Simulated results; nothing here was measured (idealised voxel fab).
process module | voxel capacitor over wiring
cross-section cut | 160 nm wide | cells 5 nm
A cross-section is a grid of square cells, given in bands from the top down. A band is one or more rows of cells.
Each band's line starts with the height of the band's top and of its bottom, in nm. Then come its materials from left to right, each with its width in nm. One material with "throughout" fills the band from edge to edge. "air" is empty space.
Height 0 is the level under which the wafer as received is all one material. The lowest band goes on downwards, as in "0 down".
A width such as "30 to 40" changes by the same amount from each row of cells to the next, from the band's top row to its bottom row.
"no change" after a step means that no cell of the cross-section changed.
closed voids: empty space of 8 cells or more with no open way to the top, each as width x height at its distance from the left edge, in nm
after a step's settings: what the simulator itself notes on the step
overlay nm, on a step with a mask: how far to the right of its planned place the mask lay; to the left if negative
Each pair below shows a cross-section before one step and the cross-section after it, down to the lowest band that changed. The line under each pair gives the step between them, with its settings. The pairs can come from different runs of this module on the same starting wafer, so a pair continues from the pair above only where its "before" says so.
before
  0 down: Si throughout
  closed voids: none
after
  15 to 0: SiO2 throughout
  below 0: unchanged
  closed voids: none
the step between: op CONFORMAL_DEP | material SiO2 | thk nm 15
before: the cross-section after the pair above
after
  20 to 15: SiN throughout
  below 15: unchanged
  closed voids: none
the step between: op CONFORMAL_DEP | material SiN | thk nm 5
before: the cross-section after the pair above
after
  40 to 20: lowk throughout
  below 20: unchanged
  closed voids: none
the step between: op DIRECTIONAL_DEP | material lowk | thk nm 20
before: the cross-section after the pair above
after
  50 to 40: aC throughout
  below 40: unchanged
  closed voids: none
the step between: op DIRECTIONAL_DEP | material aC | thk nm 10
before: the cross-section after the pair above
after
  80 to 50: resist 15 | air 30 | resist 65 | air 30 | resist 20
  below 50: unchanged
  closed voids: none
the step between: op PATTERN | tone open | mask id METAL_1 | material resist | width nm 30 | pitch nm 95 | thk nm 30 | overlay nm 0
before: the cross-section after the pair above
after
  70 to 50: resist 15 | air 30 | resist 65 | air 30 | resist 20
  50 to 40: aC 15 | air 30 | aC 65 | air 30 | aC 20
  below 40: unchanged
  closed voids: none
the step between: op DIRECTIONAL_ETCH | etch materials aC | depth nm 10
before: the cross-section after the pair above
after
  50 to 40: aC 15 | air 30 | aC 65 | air 30 | aC 20
  below 40: unchanged
  closed voids: none
the step between: op STRIP | etch materials resist
before: the cross-section after the pair above
after
  50 to 40: aC 15 | air 30 | aC 65 | air 30 | aC 20
  40 to 20: lowk 15 | air 30 | lowk 65 | air 30 | lowk 20
  below 20: unchanged
  closed voids: none
the step between: op DIRECTIONAL_ETCH | etch materials lowk | depth nm 20
before: the cross-section after the pair above
after
  50 to 40: aC 15 | air 30 | aC 65 | air 30 | aC 20
  40 to 20: lowk 15 | air 30 | lowk 65 | air 30 | lowk 20
  20 to 15: SiN 15 | air 30 | SiN 65 | air 30 | SiN 20
  below 15: unchanged
  closed voids: none
the step between: op DIRECTIONAL_ETCH | etch materials SiN | depth nm 5
before: the cross-section after the pair above
after
  40 to 20: lowk 15 | air 30 | lowk 65 | air 30 | lowk 20
  below 20: unchanged
  closed voids: none
the step between: op STRIP | etch materials aC
before: the cross-section after the pair above
after
  45 to 40: TiN 20 | air 20 | TiN 75 | air 20 | TiN 25
  40 to 20: lowk 15 | TiN 5 | air 20 | TiN 5 | lowk 65 | TiN 5 | air 20 | TiN 5 | lowk 20
  20 to 15: SiN 15 | TiN 30 | SiN 65 | TiN 30 | SiN 20
  below 15: unchanged
  closed voids: none
the step between: op CONFORMAL_DEP | material TiN | thk nm 5
before: the cross-section after the pair above
after
  55 to 45: W throughout
  45 to 40: TiN 20 | W 20 | TiN 75 | W 20 | TiN 25
  40 to 20: lowk 15 | TiN 5 | W 20 | TiN 5 | lowk 65 | TiN 5 | W 20 | TiN 5 | lowk 20
  below 20: unchanged
  closed voids: none
the step between: op FILL_DEP | material W | thk nm 10
before: the cross-section after the pair above
after
  40 to 20: lowk 15 | TiN 5 | W 20 | TiN 5 | lowk 65 | TiN 5 | W 20 | TiN 5 | lowk 20
  below 20: unchanged
  closed voids: none
the step between: op CMP | height nm 40
before: the cross-section after the pair above
after
  45 to 40: SiCN throughout
  below 40: unchanged
  closed voids: none
the step between: op CONFORMAL_DEP | material SiCN | thk nm 5
before: the cross-section after the pair above
after
  55 to 45: SiO2 throughout
  below 45: unchanged
  closed voids: none
the step between: op DIRECTIONAL_DEP | material SiO2 | thk nm 10
before: the cross-section after the pair above
after
  70 to 55: aC throughout
  below 55: unchanged
  closed voids: none
the step between: op DIRECTIONAL_DEP | material aC | thk nm 15
before: the cross-section after the pair above
after
  105 to 70: resist 30 | air 15 | resist 115
  below 70: unchanged
  closed voids: none
the step between: op PATTERN | tone open | mask id PLUG_1 | material resist | width nm 15 | thk nm 35 | overlay nm 0
before: the cross-section after the pair above
after
  90 to 70: resist 30 | air 15 | resist 115
  70 to 55: aC 30 | air 15 | aC 115
  below 55: unchanged
  closed voids: none
the step between: op DIRECTIONAL_ETCH | etch materials aC | depth nm 15
before: the cross-section after the pair above
after
  70 to 55: aC 30 | air 15 | aC 115
  below 55: unchanged
  closed voids: none
the step between: op STRIP | etch materials resist
before: the cross-section after the pair above
after
  70 to 55: aC 30 | air 15 | aC 115
  55 to 45: SiO2 30 | air 15 | SiO2 115
  below 45: unchanged
  closed voids: none
the step between: op DIRECTIONAL_ETCH | etch materials SiO2 | depth nm 10
before: the cross-section after the pair above
after
  70 to 55: aC 30 | air 15 | aC 115
  55 to 45: SiO2 30 | air 15 | SiO2 115
  45 to 40: SiCN 30 | air 15 | SiCN 115
  below 40: unchanged
  closed voids: none
the step between: op DIRECTIONAL_ETCH | etch materials SiCN | depth nm 5
before: the cross-section after the pair above
after
  55 to 45: SiO2 30 | air 15 | SiO2 115
  below 45: unchanged
  closed voids: none
the step between: op STRIP | etch materials aC
before: the cross-section after the pair above
after
  60 to 55: TiN 35 | air 5 | TiN 120
  55 to 45: SiO2 30 | TiN 5 | air 5 | TiN 5 | SiO2 115
  45 to 40: SiCN 30 | TiN 15 | SiCN 115
  below 40: unchanged
  closed voids: none
the step between: op CONFORMAL_DEP | material TiN | thk nm 5
before: the cross-section after the pair above
after
  65 to 60: W throughout
  60 to 55: TiN 35 | W 5 | TiN 120
  55 to 45: SiO2 30 | TiN 5 | W 5 | TiN 5 | SiO2 115
  below 45: unchanged
  closed voids: none
the step between: op FILL_DEP | material W | thk nm 5
before: the cross-section after the pair above
after
  55 to 45: SiO2 30 | TiN 5 | W 5 | TiN 5 | SiO2 115
  below 45: unchanged
  closed voids: none
the step between: op CMP | height nm 55
before: the cross-section after the pair above
after
  60 to 55: TiN throughout
  below 55: unchanged
  closed voids: none
the step between: op DIRECTIONAL_DEP | material TiN | thk nm 5
before: the cross-section after the pair above
after
  65 to 60: HfO2 throughout
  below 60: unchanged
  closed voids: none
the step between: op DIRECTIONAL_DEP | material HfO2 | thk nm 5
before: the cross-section after the pair above
after
  75 to 65: TiN throughout
  below 65: unchanged
  closed voids: none
the step between: op DIRECTIONAL_DEP | material TiN | thk nm 10
before: the cross-section after the pair above
after
  90 to 75: air 30 | resist 70 | air 60
  below 75: unchanged
  closed voids: none
the step between: op PATTERN | tone cover | mask id UPPER_PLATE | material resist | width nm 70 | thk nm 15 | overlay nm 0
before: the cross-section after the pair above
after
  90 to 75: air 30 | resist 70 | air 60
  75 to 65: air 30 | TiN 70 | air 60
  below 65: unchanged
  closed voids: none
the step between: op DIRECTIONAL_ETCH | etch materials TiN | depth nm 10
before: the cross-section after the pair above
after
  90 to 75: air 30 | resist 70 | air 60
  75 to 65: air 30 | TiN 70 | air 60
  65 to 60: air 30 | HfO2 70 | air 60
  below 60: unchanged
  closed voids: none
the step between: op DIRECTIONAL_ETCH | etch materials HfO2 | depth nm 5
before: the cross-section after the pair above
after
  75 to 65: air 30 | TiN 70 | air 60
  below 65: unchanged
  closed voids: none
the step between: op STRIP | etch materials resist
before: the cross-section after the pair above
after
  85 to 75: air 30 | aC 70 | air 60
  75 to 70: air 30 | TiN 70 | air 60
  70 to 65: aC 30 | TiN 70 | aC 60
  65 to 60: aC 30 | HfO2 70 | aC 60
  below 60: unchanged
  closed voids: none
the step between: op DIRECTIONAL_DEP | material aC | thk nm 10
before: the cross-section after the pair above
after
  115 to 85: air 25 | resist 80 | air 55
  85 to 75: air 25 | resist 5 | aC 70 | resist 5 | air 55
  75 to 70: air 25 | resist 5 | TiN 70 | resist 5 | air 55
  below 70: unchanged
  closed voids: none
the step between: op PATTERN | tone cover | mask id LOWER_PLATE | material resist | width nm 80 | thk nm 30 | overlay nm 0
before: the cross-section after the pair above
after
  105 to 85: air 25 | resist 80 | air 55
  85 to 75: air 25 | resist 5 | aC 70 | resist 5 | air 55
  75 to 70: air 25 | resist 5 | TiN 70 | resist 5 | air 55
  70 to 65: air 25 | aC 5 | TiN 70 | aC 5 | air 55
  65 to 60: air 25 | aC 5 | HfO2 70 | aC 5 | air 55
  below 60: unchanged
  closed voids: none
the step between: op DIRECTIONAL_ETCH | etch materials aC | depth nm 10
before: the cross-section after the pair above
after
  85 to 75: air 30 | aC 70 | air 60
  75 to 70: air 30 | TiN 70 | air 60
  below 70: unchanged
  closed voids: none
the step between: op STRIP | etch materials resist
before: the cross-section after the pair above
after
  85 to 75: air 30 | aC 70 | air 60
  75 to 70: air 30 | TiN 70 | air 60
  70 to 65: air 25 | aC 5 | TiN 70 | aC 5 | air 55
  65 to 60: air 25 | aC 5 | HfO2 70 | aC 5 | air 55
  60 to 55: air 25 | TiN 80 | air 55
  below 55: unchanged
  closed voids: none
the step between: op DIRECTIONAL_ETCH | etch materials TiN | depth nm 5
before: the cross-section after the pair above
after
  75 to 65: air 30 | TiN 70 | air 60
  65 to 60: air 30 | HfO2 70 | air 60
  below 60: unchanged
  closed voids: none
the step between: op STRIP | etch materials aC
before: the cross-section after the pair above
after
  90 to 75: SiO2 throughout
  75 to 65: SiO2 30 | TiN 70 | SiO2 60
  65 to 60: SiO2 30 | HfO2 70 | SiO2 60
  60 to 55: SiO2 25 | TiN 80 | SiO2 55
  below 55: unchanged
  closed voids: none
the step between: op FILL_DEP | material SiO2 | thk nm 15
before: the cross-section after the pair above
after
  85 to 75: SiO2 throughout
  below 75: unchanged
  closed voids: none
the step between: op CMP | height nm 85
before: the cross-section after the pair above
after
  100 to 85: aC throughout
  below 85: unchanged
  closed voids: none
the step between: op DIRECTIONAL_DEP | material aC | thk nm 15
before: the cross-section after the pair above
after
  135 to 100: resist 40 | air 15 | resist 105
  below 100: unchanged
  closed voids: none
the step between: op PATTERN | tone open | mask id PLUG_2 | material resist | width nm 15 | thk nm 35 | overlay nm 0
before: the cross-section after the pair above
after
  120 to 100: resist 40 | air 15 | resist 105
  100 to 85: aC 40 | air 15 | aC 105
  below 85: unchanged
  closed voids: none
the step between: op DIRECTIONAL_ETCH | etch materials aC | depth nm 15
before: the cross-section after the pair above
after
  100 to 85: aC 40 | air 15 | aC 105
  below 85: unchanged
  closed voids: none
the step between: op STRIP | etch materials resist
before: the cross-section after the pair above
after
  100 to 85: aC 40 | air 15 | aC 105
  85 to 75: SiO2 40 | air 15 | SiO2 105
  below 75: unchanged
  closed voids: none
the step between: op DIRECTIONAL_ETCH | etch materials SiO2 | depth nm 10
before: the cross-section after the pair above
after
  85 to 75: SiO2 40 | air 15 | SiO2 105
  below 75: unchanged
  closed voids: none
the step between: op STRIP | etch materials aC
before: the cross-section after the pair above
after
  90 to 85: TiN 45 | air 5 | TiN 110
  85 to 80: SiO2 40 | TiN 5 | air 5 | TiN 5 | SiO2 105
  80 to 75: SiO2 40 | TiN 15 | SiO2 105
  below 75: unchanged
  closed voids: none
the step between: op CONFORMAL_DEP | material TiN | thk nm 5
before: the cross-section after the pair above
after
  100 to 90: Cu throughout
  90 to 85: TiN 45 | Cu 5 | TiN 110
  85 to 80: SiO2 40 | TiN 5 | Cu 5 | TiN 5 | SiO2 105
  below 80: unchanged
  closed voids: none
the step between: op FILL_DEP | material Cu | thk nm 10
before: the cross-section after the pair above
after
  85 to 80: SiO2 40 | TiN 5 | Cu 5 | TiN 5 | SiO2 105
  below 80: unchanged
  closed voids: none
the step between: op CMP | height nm 85
before: the cross-section after the pair above
after
  90 to 85: SiCN throughout
  below 85: unchanged
  closed voids: none
the step between: op CONFORMAL_DEP | material SiCN | thk nm 5
before
  60 to 55: TiN throughout
  55 to 45: SiO2 30 | TiN 5 | W 5 | TiN 5 | SiO2 115
  45 to 40: SiCN 30 | TiN 15 | SiCN 115
  40 to 20: lowk 15 | TiN 5 | W 20 | TiN 5 | lowk 65 | TiN 5 | W 20 | TiN 5 | lowk 20
  20 to 15: SiN 15 | TiN 30 | SiN 65 | TiN 30 | SiN 20
  15 to 0: SiO2 throughout
  0 down: Si throughout
  closed voids: none
after
  70 to 55: TiN throughout
  below 55: unchanged
  closed voids: none
the step between: op DIRECTIONAL_DEP | material TiN | thk nm 10
before: the cross-section after the pair above
after
  85 to 70: air 30 | resist 70 | air 60
  below 70: unchanged
  closed voids: none
the step between: op PATTERN | tone cover | mask id UPPER_PLATE | material resist | width nm 70 | thk nm 15 | overlay nm 0
before: the cross-section after the pair above
after
  85 to 70: air 30 | resist 70 | air 60
  70 to 60: air 30 | TiN 70 | air 60
  below 60: unchanged
  closed voids: none
the step between: op DIRECTIONAL_ETCH | etch materials TiN | depth nm 10
before: the cross-section after the pair above
after
  70 to 60: air 30 | TiN 70 | air 60
  below 60: unchanged
  closed voids: none
the step between: op STRIP | etch materials resist
before: the cross-section after the pair above
after
  80 to 70: air 30 | aC 70 | air 60
  70 to 60: aC 30 | TiN 70 | aC 60
  below 60: unchanged
  closed voids: none
the step between: op DIRECTIONAL_DEP | material aC | thk nm 10
before: the cross-section after the pair above
after
  110 to 80: air 25 | resist 80 | air 55
  80 to 70: air 25 | resist 5 | aC 70 | resist 5 | air 55
  below 70: unchanged
  closed voids: none
the step between: op PATTERN | tone cover | mask id LOWER_PLATE | material resist | width nm 80 | thk nm 30 | overlay nm 0
before: the cross-section after the pair above
after
  100 to 80: air 25 | resist 80 | air 55
  80 to 70: air 25 | resist 5 | aC 70 | resist 5 | air 55
  70 to 60: air 25 | aC 5 | TiN 70 | aC 5 | air 55
  below 60: unchanged
  closed voids: none
the step between: op DIRECTIONAL_ETCH | etch materials aC | depth nm 10
before: the cross-section after the pair above
after
  80 to 70: air 30 | aC 70 | air 60
  below 70: unchanged
  closed voids: none
the step between: op STRIP | etch materials resist
before: the cross-section after the pair above
after
  80 to 70: air 30 | aC 70 | air 60
  70 to 60: air 25 | aC 5 | TiN 70 | aC 5 | air 55
  60 to 55: air 25 | TiN 80 | air 55
  below 55: unchanged
  closed voids: none
the step between: op DIRECTIONAL_ETCH | etch materials TiN | depth nm 5
before: the cross-section after the pair above
after
  70 to 60: air 30 | TiN 70 | air 60
  below 60: unchanged
  closed voids: none
the step between: op STRIP | etch materials aC
before: the cross-section after the pair above
after
  85 to 70: SiO2 throughout
  70 to 60: SiO2 30 | TiN 70 | SiO2 60
  60 to 55: SiO2 25 | TiN 80 | SiO2 55
  below 55: unchanged
  closed voids: none
the step between: op FILL_DEP | material SiO2 | thk nm 15
before: the cross-section after the pair above
after
  100 to 85: aC throughout
  below 85: unchanged
  closed voids: none
the step between: op DIRECTIONAL_DEP | material aC | thk nm 15
before: the cross-section after the pair above
after
  135 to 100: resist 40 | air 15 | resist 105
  below 100: unchanged
  closed voids: none
the step between: op PATTERN | tone open | mask id PLUG_2 | material resist | width nm 15 | thk nm 35 | overlay nm 0
before: the cross-section after the pair above
after
  120 to 100: resist 40 | air 15 | resist 105
  100 to 85: aC 40 | air 15 | aC 105
  below 85: unchanged
  closed voids: none
the step between: op DIRECTIONAL_ETCH | etch materials aC | depth nm 15
before: the cross-section after the pair above
after
  100 to 85: aC 40 | air 15 | aC 105
  below 85: unchanged
  closed voids: none
the step between: op STRIP | etch materials resist
before: the cross-section after the pair above
after
  100 to 85: aC 40 | air 15 | aC 105
  85 to 75: SiO2 40 | air 15 | SiO2 105
  below 75: unchanged
  closed voids: none
the step between: op DIRECTIONAL_ETCH | etch materials SiO2 | depth nm 10
before: the cross-section after the pair above
after
  85 to 75: SiO2 40 | air 15 | SiO2 105
  below 75: unchanged
  closed voids: none
the step between: op STRIP | etch materials aC
before: the cross-section after the pair above
after
  90 to 85: TiN 45 | air 5 | TiN 110
  85 to 80: SiO2 40 | TiN 5 | air 5 | TiN 5 | SiO2 105
  80 to 75: SiO2 40 | TiN 15 | SiO2 105
  below 75: unchanged
  closed voids: none
the step between: op CONFORMAL_DEP | material TiN | thk nm 5
before: the cross-section after the pair above
after
  100 to 90: Cu throughout
  90 to 85: TiN 45 | Cu 5 | TiN 110
  85 to 80: SiO2 40 | TiN 5 | Cu 5 | TiN 5 | SiO2 105
  below 80: unchanged
  closed voids: none
the step between: op FILL_DEP | material Cu | thk nm 10
before: the cross-section after the pair above
after
  85 to 80: SiO2 40 | TiN 5 | Cu 5 | TiN 5 | SiO2 105
  below 80: unchanged
  closed voids: none
the step between: op CMP | height nm 85
before: the cross-section after the pair above
after
  90 to 85: SiCN throughout
  below 85: unchanged
  closed voids: none
the step between: op CONFORMAL_DEP | material SiCN | thk nm 5
before
  15 to 0: SiO2 throughout
  0 down: Si throughout
  closed voids: none
after
  30 to 0: SiO2 throughout
  below 0: unchanged
  closed voids: none
the step between: op CONFORMAL_DEP | material SiO2 | thk nm 15
before: the cross-section after the pair above
after
  35 to 30: SiN throughout
  below 30: unchanged
  closed voids: none
the step between: op CONFORMAL_DEP | material SiN | thk nm 5
before: the cross-section after the pair above
after
  55 to 35: lowk throughout
  below 35: unchanged
  closed voids: none
the step between: op DIRECTIONAL_DEP | material lowk | thk nm 20
before: the cross-section after the pair above
after
  65 to 55: aC throughout
  below 55: unchanged
  closed voids: none
the step between: op DIRECTIONAL_DEP | material aC | thk nm 10
before: the cross-section after the pair above
after
  95 to 65: resist 15 | air 30 | resist 65 | air 30 | resist 20
  below 65: unchanged
  closed voids: none
the step between: op PATTERN | tone open | mask id METAL_1 | material resist | width nm 30 | pitch nm 95 | thk nm 30 | overlay nm 0
before: the cross-section after the pair above
after
  85 to 65: resist 15 | air 30 | resist 65 | air 30 | resist 20
  65 to 55: aC 15 | air 30 | aC 65 | air 30 | aC 20
  below 55: unchanged
  closed voids: none
the step between: op DIRECTIONAL_ETCH | etch materials aC | depth nm 10
before: the cross-section after the pair above
after
  65 to 55: aC 15 | air 30 | aC 65 | air 30 | aC 20
  below 55: unchanged
  closed voids: none
the step between: op STRIP | etch materials resist
before: the cross-section after the pair above
after
  65 to 55: aC 15 | air 30 | aC 65 | air 30 | aC 20
  55 to 35: lowk 15 | air 30 | lowk 65 | air 30 | lowk 20
  below 35: unchanged
  closed voids: none
the step between: op DIRECTIONAL_ETCH | etch materials lowk | depth nm 20
before: the cross-section after the pair above
after
  65 to 55: aC 15 | air 30 | aC 65 | air 30 | aC 20
  55 to 35: lowk 15 | air 30 | lowk 65 | air 30 | lowk 20
  35 to 30: SiN 15 | air 30 | SiN 65 | air 30 | SiN 20
  below 30: unchanged
  closed voids: none
the step between: op DIRECTIONAL_ETCH | etch materials SiN | depth nm 5
before: the cross-section after the pair above
after
  55 to 35: lowk 15 | air 30 | lowk 65 | air 30 | lowk 20
  below 35: unchanged
  closed voids: none
the step between: op STRIP | etch materials aC
before: the cross-section after the pair above
after
  60 to 55: TiN 20 | air 20 | TiN 75 | air 20 | TiN 25
  55 to 35: lowk 15 | TiN 5 | air 20 | TiN 5 | lowk 65 | TiN 5 | air 20 | TiN 5 | lowk 20
  35 to 30: SiN 15 | TiN 30 | SiN 65 | TiN 30 | SiN 20
  below 30: unchanged
  closed voids: none
the step between: op CONFORMAL_DEP | material TiN | thk nm 5
before: the cross-section after the pair above
after
  70 to 60: W throughout
  60 to 55: TiN 20 | W 20 | TiN 75 | W 20 | TiN 25
  55 to 35: lowk 15 | TiN 5 | W 20 | TiN 5 | lowk 65 | TiN 5 | W 20 | TiN 5 | lowk 20
  below 35: unchanged
  closed voids: none
the step between: op FILL_DEP | material W | thk nm 10
before: the cross-section after the pair above
after
  40 to 35: lowk 15 | TiN 5 | W 20 | TiN 5 | lowk 65 | TiN 5 | W 20 | TiN 5 | lowk 20
  below 35: unchanged
  closed voids: none
the step between: op CMP | height nm 40
before: the cross-section after the pair above
after
  45 to 40: SiCN throughout
  below 40: unchanged
  closed voids: none
the step between: op CONFORMAL_DEP | material SiCN | thk nm 5
before: the cross-section after the pair above
after
  55 to 45: SiO2 throughout
  below 45: unchanged
  closed voids: none
the step between: op DIRECTIONAL_DEP | material SiO2 | thk nm 10
before: the cross-section after the pair above
after
  70 to 55: aC throughout
  below 55: unchanged
  closed voids: none
the step between: op DIRECTIONAL_DEP | material aC | thk nm 15
before: the cross-section after the pair above
after
  105 to 70: resist 30 | air 15 | resist 115
  below 70: unchanged
  closed voids: none
the step between: op PATTERN | tone open | mask id PLUG_1 | material resist | width nm 15 | thk nm 35 | overlay nm 0
before: the cross-section after the pair above
after
  90 to 70: resist 30 | air 15 | resist 115
  70 to 55: aC 30 | air 15 | aC 115
  below 55: unchanged
  closed voids: none
the step between: op DIRECTIONAL_ETCH | etch materials aC | depth nm 15
before: the cross-section after the pair above
after
  70 to 55: aC 30 | air 15 | aC 115
  below 55: unchanged
  closed voids: none
the step between: op STRIP | etch materials resist
before: the cross-section after the pair above
after
  70 to 55: aC 30 | air 15 | aC 115
  55 to 45: SiO2 30 | air 15 | SiO2 115
  below 45: unchanged
  closed voids: none
the step between: op DIRECTIONAL_ETCH | etch materials SiO2 | depth nm 10
before: the cross-section after the pair above
after
  70 to 55: aC 30 | air 15 | aC 115
  55 to 45: SiO2 30 | air 15 | SiO2 115
  45 to 40: SiCN 30 | air 15 | SiCN 115
  below 40: unchanged
  closed voids: none
the step between: op DIRECTIONAL_ETCH | etch materials SiCN | depth nm 5
before: the cross-section after the pair above
after
  55 to 45: SiO2 30 | air 15 | SiO2 115
  below 45: unchanged
  closed voids: none
the step between: op STRIP | etch materials aC
before: the cross-section after the pair above
after
  60 to 55: TiN 35 | air 5 | TiN 120
  55 to 45: SiO2 30 | TiN 5 | air 5 | TiN 5 | SiO2 115
  45 to 40: SiCN 30 | TiN 15 | SiCN 115
  below 40: unchanged
  closed voids: none
the step between: op CONFORMAL_DEP | material TiN | thk nm 5
before: the cross-section after the pair above
after
  65 to 60: W throughout
  60 to 55: TiN 35 | W 5 | TiN 120
  55 to 45: SiO2 30 | TiN 5 | W 5 | TiN 5 | SiO2 115
  below 45: unchanged
  closed voids: none
the step between: op FILL_DEP | material W | thk nm 5
before: the cross-section after the pair above
after
  55 to 45: SiO2 30 | TiN 5 | W 5 | TiN 5 | SiO2 115
  below 45: unchanged
  closed voids: none
the step between: op CMP | height nm 55
before: the cross-section after the pair above
after
  60 to 55: TiN throughout
  below 55: unchanged
  closed voids: none
the step between: op DIRECTIONAL_DEP | material TiN | thk nm 5
before: the cross-section after the pair above
after
  65 to 60: HfO2 throughout
  below 60: unchanged
  closed voids: none
the step between: op DIRECTIONAL_DEP | material HfO2 | thk nm 5
before: the cross-section after the pair above
after
  75 to 65: TiN throughout
  below 65: unchanged
  closed voids: none
the step between: op DIRECTIONAL_DEP | material TiN | thk nm 10
before: the cross-section after the pair above
after
  90 to 75: air 30 | resist 70 | air 60
  below 75: unchanged
  closed voids: none
the step between: op PATTERN | tone cover | mask id UPPER_PLATE | material resist | width nm 70 | thk nm 15 | overlay nm 0
before: the cross-section after the pair above
after
  90 to 75: air 30 | resist 70 | air 60
  75 to 65: air 30 | TiN 70 | air 60
  below 65: unchanged
  closed voids: none
the step between: op DIRECTIONAL_ETCH | etch materials TiN | depth nm 10
before: the cross-section after the pair above
after
  90 to 75: air 30 | resist 70 | air 60
  75 to 65: air 30 | TiN 70 | air 60
  65 to 60: air 30 | HfO2 70 | air 60
  below 60: unchanged
  closed voids: none
the step between: op DIRECTIONAL_ETCH | etch materials HfO2 | depth nm 5
before: the cross-section after the pair above
after
  75 to 65: air 30 | TiN 70 | air 60
  below 65: unchanged
  closed voids: none
the step between: op STRIP | etch materials resist
before: the cross-section after the pair above
after
  85 to 75: air 30 | aC 70 | air 60
  75 to 70: air 30 | TiN 70 | air 60
  70 to 65: aC 30 | TiN 70 | aC 60
  65 to 60: aC 30 | HfO2 70 | aC 60
  below 60: unchanged
  closed voids: none
the step between: op DIRECTIONAL_DEP | material aC | thk nm 10
before: the cross-section after the pair above
after
  115 to 85: air 25 | resist 80 | air 55
  85 to 75: air 25 | resist 5 | aC 70 | resist 5 | air 55
  75 to 70: air 25 | resist 5 | TiN 70 | resist 5 | air 55
  below 70: unchanged
  closed voids: none
the step between: op PATTERN | tone cover | mask id LOWER_PLATE | material resist | width nm 80 | thk nm 30 | overlay nm 0
before: the cross-section after the pair above
after
  105 to 85: air 25 | resist 80 | air 55
  85 to 75: air 25 | resist 5 | aC 70 | resist 5 | air 55
  75 to 70: air 25 | resist 5 | TiN 70 | resist 5 | air 55
  70 to 65: air 25 | aC 5 | TiN 70 | aC 5 | air 55
  65 to 60: air 25 | aC 5 | HfO2 70 | aC 5 | air 55
  below 60: unchanged
  closed voids: none
the step between: op DIRECTIONAL_ETCH | etch materials aC | depth nm 10
before: the cross-section after the pair above
after
  85 to 75: air 30 | aC 70 | air 60
  75 to 70: air 30 | TiN 70 | air 60
  below 70: unchanged
  closed voids: none
the step between: op STRIP | etch materials resist
before: the cross-section after the pair above
after
  85 to 75: air 30 | aC 70 | air 60
  75 to 70: air 30 | TiN 70 | air 60
  70 to 65: air 25 | aC 5 | TiN 70 | aC 5 | air 55
  65 to 60: air 25 | aC 5 | HfO2 70 | aC 5 | air 55
  60 to 55: air 25 | TiN 80 | air 55
  below 55: unchanged
  closed voids: none
the step between: op DIRECTIONAL_ETCH | etch materials TiN | depth nm 5
before: the cross-section after the pair above
after
  75 to 65: air 30 | TiN 70 | air 60
  65 to 60: air 30 | HfO2 70 | air 60
  below 60: unchanged
  closed voids: none
the step between: op STRIP | etch materials aC
before: the cross-section after the pair above
after
  90 to 75: SiO2 throughout
  75 to 65: SiO2 30 | TiN 70 | SiO2 60
  65 to 60: SiO2 30 | HfO2 70 | SiO2 60
  60 to 55: SiO2 25 | TiN 80 | SiO2 55
  below 55: unchanged
  closed voids: none
the step between: op FILL_DEP | material SiO2 | thk nm 15
before: the cross-section after the pair above
after
  85 to 75: SiO2 throughout
  below 75: unchanged
  closed voids: none
the step between: op CMP | height nm 85
before: the cross-section after the pair above
after
  100 to 85: aC throughout
  below 85: unchanged
  closed voids: none
the step between: op DIRECTIONAL_DEP | material aC | thk nm 15
before: the cross-section after the pair above
after
  135 to 100: resist 40 | air 15 | resist 105
  below 100: unchanged
  closed voids: none
the step between: op PATTERN | tone open | mask id PLUG_2 | material resist | width nm 15 | thk nm 35 | overlay nm 0
before: the cross-section after the pair above
after
  120 to 100: resist 40 | air 15 | resist 105
  100 to 85: aC 40 | air 15 | aC 105
  below 85: unchanged
  closed voids: none
the step between: op DIRECTIONAL_ETCH | etch materials aC | depth nm 15
before: the cross-section after the pair above
after
  100 to 85: aC 40 | air 15 | aC 105
  below 85: unchanged
  closed voids: none
the step between: op STRIP | etch materials resist
before: the cross-section after the pair above
after
  100 to 85: aC 40 | air 15 | aC 105
  85 to 75: SiO2 40 | air 15 | SiO2 105
  below 75: unchanged
  closed voids: none
the step between: op DIRECTIONAL_ETCH | etch materials SiO2 | depth nm 10
before: the cross-section after the pair above
after
  85 to 75: SiO2 40 | air 15 | SiO2 105
  below 75: unchanged
  closed voids: none
the step between: op STRIP | etch materials aC
before: the cross-section after the pair above
after
  90 to 85: TiN 45 | air 5 | TiN 110
  85 to 80: SiO2 40 | TiN 5 | air 5 | TiN 5 | SiO2 105
  80 to 75: SiO2 40 | TiN 15 | SiO2 105
  below 75: unchanged
  closed voids: none
the step between: op CONFORMAL_DEP | material TiN | thk nm 5
before: the cross-section after the pair above
after
  100 to 90: Cu throughout
  90 to 85: TiN 45 | Cu 5 | TiN 110
  85 to 80: SiO2 40 | TiN 5 | Cu 5 | TiN 5 | SiO2 105
  below 80: unchanged
  closed voids: none
the step between: op FILL_DEP | material Cu | thk nm 10
before: the cross-section after the pair above
after
  85 to 80: SiO2 40 | TiN 5 | Cu 5 | TiN 5 | SiO2 105
  below 80: unchanged
  closed voids: none
the step between: op CMP | height nm 85
before: the cross-section after the pair above
after
  90 to 85: SiCN throughout
  below 85: unchanged
  closed voids: none
the step between: op CONFORMAL_DEP | material SiCN | thk nm 5
before
  0 down: Si throughout
  closed voids: none
after
  5 to 0: SiN throughout
  below 0: unchanged
  closed voids: none
the step between: op CONFORMAL_DEP | material SiN | thk nm 5
before: the cross-section after the pair above
after
  20 to 5: SiO2 throughout
  below 5: unchanged
  closed voids: none
the step between: op CONFORMAL_DEP | material SiO2 | thk nm 15
before: the cross-section after the pair above
after
  40 to 20: lowk throughout
  below 20: unchanged
  closed voids: none
the step between: op DIRECTIONAL_DEP | material lowk | thk nm 20
before: the cross-section after the pair above
after
  50 to 40: aC throughout
  below 40: unchanged
  closed voids: none
the step between: op DIRECTIONAL_DEP | material aC | thk nm 10
before: the cross-section after the pair above
after
  80 to 50: resist 15 | air 30 | resist 65 | air 30 | resist 20
  below 50: unchanged
  closed voids: none
the step between: op PATTERN | tone open | mask id METAL_1 | material resist | width nm 30 | pitch nm 95 | thk nm 30 | overlay nm 0
before: the cross-section after the pair above
after
  70 to 50: resist 15 | air 30 | resist 65 | air 30 | resist 20
  50 to 40: aC 15 | air 30 | aC 65 | air 30 | aC 20
  below 40: unchanged
  closed voids: none
the step between: op DIRECTIONAL_ETCH | etch materials aC | depth nm 10
before: the cross-section after the pair above
after
  50 to 40: aC 15 | air 30 | aC 65 | air 30 | aC 20
  below 40: unchanged
  closed voids: none
the step between: op STRIP | etch materials resist
before: the cross-section after the pair above
after
  50 to 40: aC 15 | air 30 | aC 65 | air 30 | aC 20
  40 to 20: lowk 15 | air 30 | lowk 65 | air 30 | lowk 20
  below 20: unchanged
  closed voids: none
the step between: op DIRECTIONAL_ETCH | etch materials lowk | depth nm 20
before: the cross-section after the pair above
after
  40 to 20: lowk 15 | air 30 | lowk 65 | air 30 | lowk 20
  below 20: unchanged
  closed voids: none
the step between: op STRIP | etch materials aC
